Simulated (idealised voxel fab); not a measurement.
The name of this process module is voxel wiring stack.
Cross-section cut spans 195 nm and uses square cells 5 nm in size.
A cross-section in this document is a grid of square cells, and it is written down as bands, the top band listed before the ones below it; a band is made up of one or more rows of cells. Within each band entry, the heights of the top and of the bottom of the band appear first, in that order and in nm; the materials of the band then follow from left to right, each with its corresponding width in nm. The designation "full width" on a single material indicates that it fills the band from edge to edge; the designation "air" indicates empty space. Counting heights begins at 0, where everything beneath is, in the wafer as received, one material. The lowest band has no bottom; it goes on downwards, as "z 0 and below" shows. A width such as "30..40" changes by the same amount from each row of cells to the next, from the band's top row to its bottom row. The designation "no modifications", where it is given for a processing step, indicates that no cell of the cross-section was altered in the course of that step. Sealed-off cavities: empty space of 8 cells or more with no open way to the top, each as width x height at its distance from the left edge, in nm. Formally, on a step line, whatever follows the settings is a remark that the simulator itself makes on the step. A step line may carry the setting "overlay nm", which, for steps involving a mask, states the distance by which the mask lay to the right of its intended position; negative values denote displacement to the left. Pairs follow: section before one process step, section after it down to the lowest changed band, step with settings underneath. Pairs may come from different runs of this module on the same starting wafer; continuity with the pair above only as stated in the "Cross-section, before" entry.

# Cross-section, before
* z 120 to 115 | TiN: 45, then air: 10, then TiN: 35, then air: 10, then TiN: 35, then air: 10, then TiN: 50
* z 115 to 105 | lowk: 40, then TiN: 5, then air: 10, then TiN: 5, then lowk: 25, then TiN: 5, then air: 10, then TiN: 5, then lowk: 25, then TiN: 5, then air: 10, then TiN: 5, then lowk: 45
* z 105 to 100 | lowk: 40, then TiN: 5, then air: 5, then TiN: 10, then lowk: 25, then TiN: 5, then air: 5, then TiN: 10, then lowk: 25, then TiN: 5, then air: 5, then TiN: 10, then lowk: 45
* z 100 to 85 | lowk: 40, then TiN: 5, then air: 5, then TiN: 5, then lowk: 30, then TiN: 5, then air: 5, then TiN: 5, then lowk: 30, then TiN: 5, then air: 5, then TiN: 5, then lowk: 50
* z 85 to 80 | SiCN: 40, then TiN: 15, then SiCN: 30, then TiN: 15, then SiCN: 30, then TiN: 15, then SiCN: 50
* z 80 to 65 | SiO2: 40, then TiN: 5, then Cu: 10, then TiN: 5, then SiO2: 25, then TiN: 5, then Cu: 10, then TiN: 5, then SiO2: 25, then TiN: 5, then Cu: 10, then TiN: 5, then SiO2: 45
* z 65 to 60 | SiN: 40, then TiN: 20, then SiN: 25, then TiN: 20, then SiN: 25, then TiN: 20, then SiN: 45
* z 60 to 45 | lowk: 40, then SiN: 5, then TiN: 5, then SiN: 5, then lowk: 30, then SiN: 5, then TiN: 5, then SiN: 5, then lowk: 30, then SiN: 5, then TiN: 5, then SiN: 5, then lowk: 50
* z 45 to 40 | SiCN: 40, then SiN: 5, then TiN: 5, then SiN: 5, then SiCN: 30, then SiN: 5, then TiN: 5, then SiN: 5, then SiCN: 30, then SiN: 5, then TiN: 5, then SiN: 5, then SiCN: 50
* z 40 to 30 | lowk full width
* z 30 to 10 | lowk: 40, then Ru: 20, then lowk: 25, then Ru: 20, then lowk: 25, then Ru: 20, then lowk: 45
* z 10 to 5 | lowk: 40, then TiN: 20, then lowk: 25, then TiN: 20, then lowk: 25, then TiN: 20, then lowk: 45
* z 5 to 0 | SiO2 full width
* z 0 and below | Si full width
* Sealed-off cavities: none

# Post-Process Section
* z 125 to 120 | Cu full width
* z 120 to 115 | TiN: 45, then Cu: 10, then TiN: 35, then Cu: 10, then TiN: 35, then Cu: 10, then TiN: 50
* z 115 to 105 | lowk: 40, then TiN: 5, then Cu: 10, then TiN: 5, then lowk: 25, then TiN: 5, then Cu: 10, then TiN: 5, then lowk: 25, then TiN: 5, then Cu: 10, then TiN: 5, then lowk: 45
* z 105 to 100 | lowk: 40, then TiN: 5, then Cu: 5, then TiN: 10, then lowk: 25, then TiN: 5, then Cu: 5, then TiN: 10, then lowk: 25, then TiN: 5, then Cu: 5, then TiN: 10, then lowk: 45
* z 100 to 85 | lowk: 40, then TiN: 5, then Cu: 5, then TiN: 5, then lowk: 30, then TiN: 5, then Cu: 5, then TiN: 5, then lowk: 30, then TiN: 5, then Cu: 5, then TiN: 5, then lowk: 50
* Rest of section, below 85: as before.
* Sealed-off cavities: none
Step lying between the two cross-sections just above: FILL_DEP,material Cu,thk nm 5

Cross-section, before: the wafer arrives at this step looking as the after cross-section in the pair just above shows it.

# Post-Process Section
* z 115 to 105 | lowk: 40, then TiN: 5, then Cu: 10, then TiN: 5, then lowk: 25, then TiN: 5, then Cu: 10, then TiN: 5, then lowk: 25, then TiN: 5, then Cu: 10, then TiN: 5, then lowk: 45
* Rest of section, below 105: as before.
* Sealed-off cavities: none
Step lying between the two cross-sections just above: CMP,height nm 115

Cross-section, before: the wafer arrives at this step looking as the after cross-section in the pair just above shows it.

# Post-Process Section
* z 120 to 115 | SiCN full width
* Rest of section, below 115: as before.
* Sealed-off cavities: none
Step lying between the two cross-sections just above: CONFORMAL_DEP,material SiCN,thk nm 5

Cross-section, before: the wafer arrives at this step looking as the after cross-section in the pair just above shows it.

# Post-Process Section
* z 130 to 120 | lowk full width
* Rest of section, below 120: as before.
* Sealed-off cavities: none
Step lying between the two cross-sections just above: DIRECTIONAL_DEP,material lowk,thk nm 10

Cross-section, before: the wafer arrives at this step looking as the after cross-section in the pair just above shows it.

# Post-Process Section
* z 130 to 120 | lowk: 40, then air: 15, then lowk: 30, then air: 15, then lowk: 30, then air: 15, then lowk: 50
* Rest of section, below 120: as before.
* Sealed-off cavities: none
Step lying between the two cross-sections just above: MASKED_ETCH,tone open,mask id PLUG_3,width nm 15,pitch nm 45,etch materials lowk,depth nm 10,overlay nm 0

Cross-section, before: the wafer arrives at this step looking as the after cross-section in the pair just above shows it.

# Post-Process Section
* z 130 to 120 | lowk: 40, then air: 15, then lowk: 30, then air: 15, then lowk: 30, then air: 15, then lowk: 50
* z 120 to 115 | SiCN: 40, then air: 15, then SiCN: 30, then air: 15, then SiCN: 30, then air: 15, then SiCN: 50
* Rest of section, below 115: as before.
* Sealed-off cavities: none
Step lying between the two cross-sections just above: MASKED_ETCH,tone open,mask id PLUG_3,width nm 15,pitch nm 45,etch materials SiCN,depth nm 5,overlay nm 0

Cross-section, before: the wafer arrives at this step looking as the after cross-section in the pair just above shows it.

# Post-Process Section
* z 135 to 130 | TiN: 45, then air: 5, then TiN: 40, then air: 5, then TiN: 40, then air: 5, then TiN: 55
* z 130 to 120 | lowk: 40, then TiN: 5, then air: 5, then TiN: 5, then lowk: 30, then TiN: 5, then air: 5, then TiN: 5, then lowk: 30, then TiN: 5, then air: 5, then TiN: 5, then lowk: 50
* z 120 to 115 | SiCN: 40, then TiN: 15, then SiCN: 30, then TiN: 15, then SiCN: 30, then TiN: 15, then SiCN: 50
* Rest of section, below 115: as before.
* Sealed-off cavities: none
Step lying between the two cross-sections just above: CONFORMAL_DEP,material TiN,thk nm 5

Cross-section, before: the wafer arrives at this step looking as the after cross-section in the pair just above shows it.

# Post-Process Section
* z 140 to 135 | Cu full width
* z 135 to 130 | TiN: 45, then Cu: 5, then TiN: 40, then Cu: 5, then TiN: 40, then Cu: 5, then TiN: 55
* z 130 to 120 | lowk: 40, then TiN: 5, then Cu: 5, then TiN: 5, then lowk: 30, then TiN: 5, then Cu: 5, then TiN: 5, then lowk: 30, then TiN: 5, then Cu: 5, then TiN: 5, then lowk: 50
* Rest of section, below 120: as before.
* Sealed-off cavities: none
Step lying between the two cross-sections just above: FILL_DEP,material Cu,thk nm 5

Cross-section, before: the wafer arrives at this step looking as the after cross-section in the pair just above shows it.

# Post-Process Section
* z 130 to 120 | lowk: 40, then TiN: 5, then Cu: 5, then TiN: 5, then lowk: 30, then TiN: 5, then Cu: 5, then TiN: 5, then lowk: 30, then TiN: 5, then Cu: 5, then TiN: 5, then lowk: 50
* Rest of section, below 120: as before.
* Sealed-off cavities: none
Step lying between the two cross-sections just above: CMP,height nm 130

Cross-section, before: the wafer arrives at this step looking as the after cross-section in the pair just above shows it.

# Post-Process Section
* z 135 to 130 | SiCN full width
* Rest of section, below 130: as before.
* Sealed-off cavities: none
Step lying between the two cross-sections just above: CONFORMAL_DEP,material SiCN,thk nm 5

Cross-section, before: the wafer arrives at this step looking as the after cross-section in the pair just above shows it.

# Post-Process Section
* z 160 to 135 | SiO2 full width
* Rest of section, below 135: as before.
* Sealed-off cavities: none
Step lying between the two cross-sections just above: DIRECTIONAL_DEP,material SiO2,thk nm 25

Cross-section, before: the wafer arrives at this step looking as the after cross-section in the pair just above shows it.

# Post-Process Section
* z 170 to 160 | aC full width
* Rest of section, below 160: as before.
* Sealed-off cavities: none
Step lying between the two cross-sections just above: DIRECTIONAL_DEP,material aC,thk nm 10

Cross-section, before: the wafer arrives at this step looking as the after cross-section in the pair just above shows it.

# Post-Process Section
* z 195 to 170 | resist: 40, then air: 20, then resist: 25, then air: 20, then resist: 25, then air: 20, then resist: 45
* Rest of section, below 170: as before.
* Sealed-off cavities: none
Step lying between the two cross-sections just above: PATTERN,tone open,mask id METAL_4,material resist,width nm 20,pitch nm 45,thk nm 25,overlay nm 0

Cross-section, before: the wafer arrives at this step looking as the after cross-section in the pair just above shows it.

# Post-Process Section
* z 185 to 170 | resist: 40, then air: 20, then resist: 25, then air: 20, then resist: 25, then air: 20, then resist: 45
* z 170 to 160 | aC: 40, then air: 20, then aC: 25, then air: 20, then aC: 25, then air: 20, then aC: 45
* Rest of section, below 160: as before.
* Sealed-off cavities: none
Step lying between the two cross-sections just above: DIRECTIONAL_ETCH,etch materials aC,depth nm 10

Cross-section, before: the wafer arrives at this step looking as the after cross-section in the pair just above shows it.

# Post-Process Section
* z 170 to 160 | aC: 40, then air: 20, then aC: 25, then air: 20, then aC: 25, then air: 20, then aC: 45
* Rest of section, below 160: as before.
* Sealed-off cavities: none
Step lying between the two cross-sections just above: STRIP,etch materials resist

Cross-section, before: the wafer arrives at this step looking as the after cross-section in the pair just above shows it.

# Post-Process Section
* z 170 to 160 | aC: 40, then air: 20, then aC: 25, then air: 20, then aC: 25, then air: 20, then aC: 45
* z 160 to 135 | SiO2: 40, then air: 20, then SiO2: 25, then air: 20, then SiO2: 25, then air: 20, then SiO2: 45
* Rest of section, below 135: as before.
* Sealed-off cavities: none
Step lying between the two cross-sections just above: DIRECTIONAL_ETCH,etch materials SiO2,depth nm 25

Cross-section, before: the wafer arrives at this step looking as the after cross-section in the pair just above shows it.

# Post-Process Section
* z 170 to 160 | aC: 40, then air: 20, then aC: 25, then air: 20, then aC: 25, then air: 20, then aC: 45
* z 160 to 135 | SiO2: 40, then air: 20, then SiO2: 25, then air: 20, then SiO2: 25, then air: 20, then SiO2: 45
* z 135 to 130 | SiCN: 40, then air: 20, then SiCN: 25, then air: 20, then SiCN: 25, then air: 20, then SiCN: 45
* Rest of section, below 130: as before.
* Sealed-off cavities: none
Step lying between the two cross-sections just above: DIRECTIONAL_ETCH,etch materials SiCN,depth nm 5

Cross-section, before: the wafer arrives at this step looking as the after cross-section in the pair just above shows it.

# Post-Process Section
* z 160 to 135 | SiO2: 40, then air: 20, then SiO2: 25, then air: 20, then SiO2: 25, then air: 20, then SiO2: 45
* Rest of section, below 135: as before.
* Sealed-off cavities: none
Step lying between the two cross-sections just above: STRIP,etch materials aC

Cross-section, before: the wafer arrives at this step looking as the after cross-section in the pair just above shows it.

# Post-Process Section
* z 165 to 160 | TiN: 45, then air: 10, then TiN: 35, then air: 10, then TiN: 35, then air: 10, then TiN: 50
* z 160 to 135 | SiO2: 40, then TiN: 5, then air: 10, then TiN: 5, then SiO2: 25, then TiN: 5, then air: 10, then TiN: 5, then SiO2: 25, then TiN: 5, then air: 10, then TiN: 5, then SiO2: 45
* z 135 to 130 | SiCN: 40, then TiN: 20, then SiCN: 25, then TiN: 20, then SiCN: 25, then TiN: 20, then SiCN: 45
* Rest of section, below 130: as before.
* Sealed-off cavities: none
Step lying between the two cross-sections just above: CONFORMAL_DEP,material TiN,thk nm 5

Cross-section, before: the wafer arrives at this step looking as the after cross-section in the pair just above shows it.

# Post-Process Section
* z 170 to 165 | Cu full width
* z 165 to 160 | TiN: 45, then Cu: 10, then TiN: 35, then Cu: 10, then TiN: 35, then Cu: 10, then TiN: 50
* z 160 to 135 | SiO2: 40, then TiN: 5, then Cu: 10, then TiN: 5, then SiO2: 25, then TiN: 5, then Cu: 10, then TiN: 5, then SiO2: 25, then TiN: 5, then Cu: 10, then TiN: 5, then SiO2: 45
* Rest of section, below 135: as before.
* Sealed-off cavities: none
Step lying between the two cross-sections just above: FILL_DEP,material Cu,thk nm 5

Cross-section, before: the wafer arrives at this step looking as the after cross-section in the pair just above shows it.

# Post-Process Section
* z 160 to 135 | SiO2: 40, then TiN: 5, then Cu: 10, then TiN: 5, then SiO2: 25, then TiN: 5, then Cu: 10, then TiN: 5, then SiO2: 25, then TiN: 5, then Cu: 10, then TiN: 5, then SiO2: 45
* Rest of section, below 135: as before.
* Sealed-off cavities: none
Step lying between the two cross-sections just above: CMP,height nm 160

Cross-section, before: the wafer arrives at this step looking as the after cross-section in the pair just above shows it.

# Post-Process Section
* z 165 to 160 | SiCN full width
* Rest of section, below 160: as before.
* Sealed-off cavities: none
Step lying between the two cross-sections just above: CONFORMAL_DEP,material SiCN,thk nm 5

# Cross-section, before
* z 40 to 20 | Ru full width
* z 20 to 15 | TiN full width
* z 15 to 0 | SiO2 full width
* z 0 and below | Si full width
* Sealed-off cavities: none

# Post-Process Section
* z 60 to 40 | air: 40, then resist: 25, then air: 20, then resist: 25, then air: 20, then resist: 25, then air: 40
* Rest of section, below 40: as before.
* Sealed-off cavities: none
Step lying between the two cross-sections just above: PATTERN,tone cover,mask id METAL_1,material resist,width nm 25,pitch nm 45,thk nm 20,overlay nm 0

Cross-section, before: the wafer arrives at this step looking as the after cross-section in the pair just above shows it.

# Post-Process Section
* z 60 to 40 | air: 40, then resist: 25, then air: 20, then resist: 25, then air: 20, then resist: 25, then air: 40
* z 40 to 20 | air: 40, then Ru: 25, then air: 20, then Ru: 25, then air: 20, then Ru: 25, then air: 40
* Rest of section, below 20: as before.
* Sealed-off cavities: none
Step lying between the two cross-sections just above: DIRECTIONAL_ETCH,etch materials Ru,depth nm 20

Cross-section, before: the wafer arrives at this step looking as the after cross-section in the pair just above shows it.

# Post-Process Section
* z 60 to 40 | air: 40, then resist: 25, then air: 20, then resist: 25, then air: 20, then resist: 25, then air: 40
* z 40 to 20 | air: 40, then Ru: 25, then air: 20, then Ru: 25, then air: 20, then Ru: 25, then air: 40
* z 20 to 15 | air: 40, then TiN: 25, then air: 20, then TiN: 25, then air: 20, then TiN: 25, then air: 40
* Rest of section, below 15: as before.
* Sealed-off cavities: none
Step lying between the two cross-sections just above: DIRECTIONAL_ETCH,etch materials TiN,depth nm 5

Cross-section, before: the wafer arrives at this step looking as the after cross-section in the pair just above shows it.

# Post-Process Section
* z 40 to 20 | air: 40, then Ru: 25, then air: 20, then Ru: 25, then air: 20, then Ru: 25, then air: 40
* Rest of section, below 20: as before.
* Sealed-off cavities: none
Step lying between the two cross-sections just above: STRIP,etch materials resist

Cross-section, before: the wafer arrives at this step looking as the after cross-section in the pair just above shows it.

# Post-Process Section
* z 50 to 40 | lowk full width
* z 40 to 20 | lowk: 40, then Ru: 25, then lowk: 20, then Ru: 25, then lowk: 20, then Ru: 25, then lowk: 40
* z 20 to 15 | lowk: 40, then TiN: 25, then lowk: 20, then TiN: 25, then lowk: 20, then TiN: 25, then lowk: 40
* Rest of section, below 15: as before.
* Sealed-off cavities: none
Step lying between the two cross-sections just above: FILL_DEP,material lowk,thk nm 10

Cross-section, before: the wafer arrives at this step looking as the after cross-section in the pair just above shows it.

# Post-Process Section
* z 40 to 20 | lowk: 40, then Ru: 25, then lowk: 20, then Ru: 25, then lowk: 20, then Ru: 25, then lowk: 40
* Rest of section, below 20: as before.
* Sealed-off cavities: none
Step lying between the two cross-sections just above: CMP,height nm 40

Cross-section, before: the wafer arrives at this step looking as the after cross-section in the pair just above shows it.

# Post-Process Section
* z 45 to 40 | SiCN full width
* Rest of section, below 40: as before.
* Sealed-off cavities: none
Step lying between the two cross-sections just above: CONFORMAL_DEP,material SiCN,thk nm 5

Cross-section, before: the wafer arrives at this step looking as the after cross-section in the pair just above shows it.

# Post-Process Section
* z 60 to 45 | lowk full width
* Rest of section, below 45: as before.
* Sealed-off cavities: none
Step lying between the two cross-sections just above: DIRECTIONAL_DEP,material lowk,thk nm 15

Cross-section, before: the wafer arrives at this step looking as the after cross-section in the pair just above shows it.

# Post-Process Section
* z 75 to 60 | aC full width
* Rest of section, below 60: as before.
* Sealed-off cavities: none
Step lying between the two cross-sections just above: DIRECTIONAL_DEP,material aC,thk nm 15

Cross-section, before: the wafer arrives at this step looking as the after cross-section in the pair just above shows it.

# Post-Process Section
* z 110 to 75 | resist: 40, then air: 15, then resist: 30, then air: 15, then resist: 30, then air: 15, then resist: 50
* Rest of section, below 75: as before.
* Sealed-off cavities: none
Step lying between the two cross-sections just above: PATTERN,tone open,mask id PLUG_1,material resist,width nm 15,pitch nm 45,thk nm 35,overlay nm 0

Cross-section, before: the wafer arrives at this step looking as the after cross-section in the pair just above shows it.

# Post-Process Section
* z 95 to 75 | resist: 40, then air: 15, then resist: 30, then air: 15, then resist: 30, then air: 15, then resist: 50
* z 75 to 60 | aC: 40, then air: 15, then aC: 30, then air: 15, then aC: 30, then air: 15, then aC: 50
* Rest of section, below 60: as before.
* Sealed-off cavities: none
Step lying between the two cross-sections just above: DIRECTIONAL_ETCH,etch materials aC,depth nm 15

Cross-section, before: the wafer arrives at this step looking as the after cross-section in the pair just above shows it.

# Post-Process Section
* z 75 to 60 | aC: 40, then air: 15, then aC: 30, then air: 15, then aC: 30, then air: 15, then aC: 50
* Rest of section, below 60: as before.
* Sealed-off cavities: none
Step lying between the two cross-sections just above: STRIP,etch materials resist

Cross-section, before: the wafer arrives at this step looking as the after cross-section in the pair just above shows it.

# Post-Process Section
* z 75 to 60 | aC: 40, then air: 15, then aC: 30, then air: 15, then aC: 30, then air: 15, then aC: 50
* z 60 to 45 | lowk: 40, then air: 15, then lowk: 30, then air: 15, then lowk: 30, then air: 15, then lowk: 50
* Rest of section, below 45: as before.
* Sealed-off cavities: none
Step lying between the two cross-sections just above: DIRECTIONAL_ETCH,etch materials lowk,depth nm 15

Cross-section, before: the wafer arrives at this step looking as the after cross-section in the pair just above shows it.

# Post-Process Section
* z 75 to 60 | aC: 40, then air: 15, then aC: 30, then air: 15, then aC: 30, then air: 15, then aC: 50
* z 60 to 45 | lowk: 40, then air: 15, then lowk: 30, then air: 15, then lowk: 30, then air: 15, then lowk: 50
* z 45 to 40 | SiCN: 40, then air: 15, then SiCN: 30, then air: 15, then SiCN: 30, then air: 15, then SiCN: 50
* Rest of section, below 40: as before.
* Sealed-off cavities: none
Step lying between the two cross-sections just above: DIRECTIONAL_ETCH,etch materials SiCN,depth nm 5

Cross-section, before: the wafer arrives at this step looking as the after cross-section in the pair just above shows it.

# Post-Process Section
* z 60 to 45 | lowk: 40, then air: 15, then lowk: 30, then air: 15, then lowk: 30, then air: 15, then lowk: 50
* Rest of section, below 45: as before.
* Sealed-off cavities: none
Step lying between the two cross-sections just above: STRIP,etch materials aC

Cross-section, before: the wafer arrives at this step looking as the after cross-section in the pair just above shows it.

# Post-Process Section
* z 60 to 50 | lowk: 40, then air: 15, then lowk: 30, then air: 15, then lowk: 30, then air: 15, then lowk: 50
* z 50 to 45 | lowk: 40, then Ru: 15, then lowk: 30, then Ru: 15, then lowk: 30, then Ru: 15, then lowk: 50
* z 45 to 40 | SiCN: 40, then Ru: 15, then SiCN: 30, then Ru: 15, then SiCN: 30, then Ru: 15, then SiCN: 50
* Rest of section, below 40: as before.
* Sealed-off cavities: none
Step lying between the two cross-sections just above: EPI,material Ru,thk nm 10

Cross-section, before: the wafer arrives at this step looking as the after cross-section in the pair just above shows it.

# Post-Process Section
* z 60 to 45 | lowk: 40, then Ru: 15, then lowk: 30, then Ru: 15, then lowk: 30, then Ru: 15, then lowk: 50
* Rest of section, below 45: as before.
* Sealed-off cavities: none
Step lying between the two cross-sections just above: EPI,material Ru,thk nm 10

Cross-section, before: the wafer arrives at this step looking as the after cross-section in the pair just above shows it.

# Post-Process Section
* z 65 to 60 | SiN full width
* Rest of section, below 60: as before.
* Sealed-off cavities: none
Step lying between the two cross-sections just above: CONFORMAL_DEP,material SiN,thk nm 5

Cross-section, before: the wafer arrives at this step looking as the after cross-section in the pair just above shows it.

# Post-Process Section
* z 80 to 65 | SiO2 full width
* Rest of section, below 65: as before.
* Sealed-off cavities: none
Step lying between the two cross-sections just above: DIRECTIONAL_DEP,material SiO2,thk nm 15

Cross-section, before: the wafer arrives at this step looking as the after cross-section in the pair just above shows it.

# Post-Process Section
* z 90 to 80 | aC full width
* Rest of section, below 80: as before.
* Sealed-off cavities: none
Step lying between the two cross-sections just above: DIRECTIONAL_DEP,material aC,thk nm 10

Cross-section, before: the wafer arrives at this step looking as the after cross-section in the pair just above shows it.

# Post-Process Section
* z 120 to 90 | resist: 40, then air: 20, then resist: 25, then air: 20, then resist: 25, then air: 20, then resist: 45
* Rest of section, below 90: as before.
* Sealed-off cavities: none
Step lying between the two cross-sections just above: PATTERN,tone open,mask id METAL_2,material resist,width nm 20,pitch nm 45,thk nm 30,overlay nm 0

Cross-section, before: the wafer arrives at this step looking as the after cross-section in the pair just above shows it.

# Post-Process Section
* z 110 to 90 | resist: 40, then air: 20, then resist: 25, then air: 20, then resist: 25, then air: 20, then resist: 45
* z 90 to 80 | aC: 40, then air: 20, then aC: 25, then air: 20, then aC: 25, then air: 20, then aC: 45
* Rest of section, below 80: as before.
* Sealed-off cavities: none
Step lying between the two cross-sections just above: DIRECTIONAL_ETCH,etch materials aC,depth nm 10

Cross-section, before: the wafer arrives at this step looking as the after cross-section in the pair just above shows it.

# Post-Process Section
* z 90 to 80 | aC: 40, then air: 20, then aC: 25, then air: 20, then aC: 25, then air: 20, then aC: 45
* Rest of section, below 80: as before.
* Sealed-off cavities: none
Step lying between the two cross-sections just above: STRIP,etch materials resist

Cross-section, before: the wafer arrives at this step looking as the after cross-section in the pair just above shows it.

# Post-Process Section
* z 90 to 80 | aC: 40, then air: 20, then aC: 25, then air: 20, then aC: 25, then air: 20, then aC: 45
* z 80 to 65 | SiO2: 40, then air: 20, then SiO2: 25, then air: 20, then SiO2: 25, then air: 20, then SiO2: 45
* Rest of section, below 65: as before.
* Sealed-off cavities: none
Step lying between the two cross-sections just above: DIRECTIONAL_ETCH,etch materials SiO2,depth nm 15

Cross-section, before: the wafer arrives at this step looking as the after cross-section in the pair just above shows it.

# Post-Process Section
* z 90 to 80 | aC: 40, then air: 20, then aC: 25, then air: 20, then aC: 25, then air: 20, then aC: 45
* z 80 to 65 | SiO2: 40, then air: 20, then SiO2: 25, then air: 20, then SiO2: 25, then air: 20, then SiO2: 45
* z 65 to 60 | SiN: 40, then air: 20, then SiN: 25, then air: 20, then SiN: 25, then air: 20, then SiN: 45
* Rest of section, below 60: as before.
* Sealed-off cavities: none
Step lying between the two cross-sections just above: DIRECTIONAL_ETCH,etch materials SiN,depth nm 5

Cross-section, before: the wafer arrives at this step looking as the after cross-section in the pair just above shows it.

# Post-Process Section
* z 80 to 65 | SiO2: 40, then air: 20, then SiO2: 25, then air: 20, then SiO2: 25, then air: 20, then SiO2: 45
* Rest of section, below 65: as before.
* Sealed-off cavities: none
Step lying between the two cross-sections just above: STRIP,etch materials aC

Cross-section, before: the wafer arrives at this step looking as the after cross-section in the pair just above shows it.

# Post-Process Section
* z 85 to 80 | TiN: 45, then air: 10, then TiN: 35, then air: 10, then TiN: 35, then air: 10, then TiN: 50
* z 80 to 65 | SiO2: 40, then TiN: 5, then air: 10, then TiN: 5, then SiO2: 25, then TiN: 5, then air: 10, then TiN: 5, then SiO2: 25, then TiN: 5, then air: 10, then TiN: 5, then SiO2: 45
* z 65 to 60 | SiN: 40, then TiN: 20, then SiN: 25, then TiN: 20, then SiN: 25, then TiN: 20, then SiN: 45
* Rest of section, below 60: as before.
* Sealed-off cavities: none
Step lying between the two cross-sections just above: CONFORMAL_DEP,material TiN,thk nm 5

Cross-section, before: the wafer arrives at this step looking as the after cross-section in the pair just above shows it.

# Post-Process Section
* z 95 to 85 | Cu full width
* z 85 to 80 | TiN: 45, then Cu: 10, then TiN: 35, then Cu: 10, then TiN: 35, then Cu: 10, then TiN: 50
* z 80 to 65 | SiO2: 40, then TiN: 5, then Cu: 10, then TiN: 5, then SiO2: 25, then TiN: 5, then Cu: 10, then TiN: 5, then SiO2: 25, then TiN: 5, then Cu: 10, then TiN: 5, then SiO2: 45
* Rest of section, below 65: as before.
* Sealed-off cavities: none
Step lying between the two cross-sections just above: FILL_DEP,material Cu,thk nm 10

Cross-section, before: the wafer arrives at this step looking as the after cross-section in the pair just above shows it.

# Post-Process Section
* z 80 to 65 | SiO2: 40, then TiN: 5, then Cu: 10, then TiN: 5, then SiO2: 25, then TiN: 5, then Cu: 10, then TiN: 5, then SiO2: 25, then TiN: 5, then Cu: 10, then TiN: 5, then SiO2: 45
* Rest of section, below 65: as before.
* Sealed-off cavities: none
Step lying between the two cross-sections just above: CMP,height nm 80

Cross-section, before: the wafer arrives at this step looking as the after cross-section in the pair just above shows it.

# Post-Process Section
* z 85 to 80 | SiCN full width
* Rest of section, below 80: as before.
* Sealed-off cavities: none
Step lying between the two cross-sections just above: CONFORMAL_DEP,material SiCN,thk nm 5

Cross-section, before: the wafer arrives at this step looking as the after cross-section in the pair just above shows it.

# Post-Process Section
* z 115 to 85 | lowk full width
* Rest of section, below 85: as before.
* Sealed-off cavities: none
Step lying between the two cross-sections just above: DIRECTIONAL_DEP,material lowk,thk nm 30

Cross-section, before: the wafer arrives at this step looking as the after cross-section in the pair just above shows it.

# Post-Process Section
* z 130 to 115 | aC full width
* Rest of section, below 115: as before.
* Sealed-off cavities: none
Step lying between the two cross-sections just above: DIRECTIONAL_DEP,material aC,thk nm 15

Cross-section, before: the wafer arrives at this step looking as the after cross-section in the pair just above shows it.

# Post-Process Section
* z 165 to 130 | resist: 40, then air: 20, then resist: 25, then air: 20, then resist: 25, then air: 20, then resist: 45
* Rest of section, below 130: as before.
* Sealed-off cavities: none
Step lying between the two cross-sections just above: PATTERN,tone open,mask id METAL_3,material resist,width nm 20,pitch nm 45,thk nm 35,overlay nm 0

Cross-section, before: the wafer arrives at this step looking as the after cross-section in the pair just above shows it.

# Post-Process Section
* z 150 to 130 | resist: 40, then air: 20, then resist: 25, then air: 20, then resist: 25, then air: 20, then resist: 45
* z 130 to 115 | aC: 40, then air: 20, then aC: 25, then air: 20, then aC: 25, then air: 20, then aC: 45
* Rest of section, below 115: as before.
* Sealed-off cavities: none
Step lying between the two cross-sections just above: DIRECTIONAL_ETCH,etch materials aC,depth nm 15

Cross-section, before: the wafer arrives at this step looking as the after cross-section in the pair just above shows it.

# Post-Process Section
* z 130 to 115 | aC: 40, then air: 20, then aC: 25, then air: 20, then aC: 25, then air: 20, then aC: 45
* Rest of section, below 115: as before.
* Sealed-off cavities: none
Step lying between the two cross-sections just above: STRIP,etch materials resist

Cross-section, before: the wafer arrives at this step looking as the after cross-section in the pair just above shows it.

# Post-Process Section
* z 130 to 115 | aC: 40, then air: 20, then aC: 25, then air: 20, then aC: 25, then air: 20, then aC: 45
* z 115 to 100 | lowk: 40, then air: 20, then lowk: 25, then air: 20, then lowk: 25, then air: 20, then lowk: 45
* Rest of section, below 100: as before.
* Sealed-off cavities: none
Step lying between the two cross-sections just above: DIRECTIONAL_ETCH,etch materials lowk,depth nm 15

Cross-section, before: the wafer arrives at this step looking as the after cross-section in the pair just above shows it.

# Post-Process Section
* z 115 to 100 | lowk: 40, then air: 20, then lowk: 25, then air: 20, then lowk: 25, then air: 20, then lowk: 45
* Rest of section, below 100: as before.
* Sealed-off cavities: none
Step lying between the two cross-sections just above: STRIP,etch materials aC

Cross-section, before: the wafer arrives at this step looking as the after cross-section in the pair just above shows it.

# Post-Process Section
* z 115 to 100 | lowk: 40, then air: 20, then lowk: 25, then air: 20, then lowk: 25, then air: 20, then lowk: 45
* z 100 to 85 | lowk: 40, then air: 15, then lowk: 30, then air: 15, then lowk: 30, then air: 15, then lowk: 50
* Rest of section, below 85: as before.
* Sealed-off cavities: none
Step lying between the two cross-sections just above: MASKED_ETCH,tone open,mask id METAL_3_HOLES,width nm 15,pitch nm 45,etch materials lowk,depth nm 15,overlay nm 0

Cross-section, before: the wafer arrives at this step looking as the after cross-section in the pair just above shows it.

# Post-Process Section
* z 115 to 100 | lowk: 40, then air: 20, then lowk: 25, then air: 20, then lowk: 25, then air: 20, then lowk: 45
* z 100 to 85 | lowk: 40, then air: 15, then lowk: 30, then air: 15, then lowk: 30, then air: 15, then lowk: 50
* z 85 to 80 | SiCN: 40, then air: 15, then SiCN: 30, then air: 15, then SiCN: 30, then air: 15, then SiCN: 50
* Rest of section, below 80: as before.
* Sealed-off cavities: none
Step lying between the two cross-sections just above: MASKED_ETCH,tone open,mask id METAL_3_HOLES,width nm 15,pitch nm 45,etch materials SiCN,depth nm 5,overlay nm 0

Cross-section, before: the wafer arrives at this step looking as the after cross-section in the pair just above shows it.

# Post-Process Section
* z 120 to 115 | TiN: 45, then air: 10, then TiN: 35, then air: 10, then TiN: 35, then air: 10, then TiN: 50
* z 115 to 105 | lowk: 40, then TiN: 5, then air: 10, then TiN: 5, then lowk: 25, then TiN: 5, then air: 10, then TiN: 5, then lowk: 25, then TiN: 5, then air: 10, then TiN: 5, then lowk: 45
* z 105 to 100 | lowk: 40, then TiN: 5, then air: 5, then TiN: 10, then lowk: 25, then TiN: 5, then air: 5, then TiN: 10, then lowk: 25, then TiN: 5, then air: 5, then TiN: 10, then lowk: 45
* z 100 to 85 | lowk: 40, then TiN: 5, then air: 5, then TiN: 5, then lowk: 30, then TiN: 5, then air: 5, then TiN: 5, then lowk: 30, then TiN: 5, then air: 5, then TiN: 5, then lowk: 50
* z 85 to 80 | SiCN: 40, then TiN: 15, then SiCN: 30, then TiN: 15, then SiCN: 30, then TiN: 15, then SiCN: 50
* Rest of section, below 80: as before.
* Sealed-off cavities: none
Step lying between the two cross-sections just above: CONFORMAL_DEP,material TiN,thk nm 5
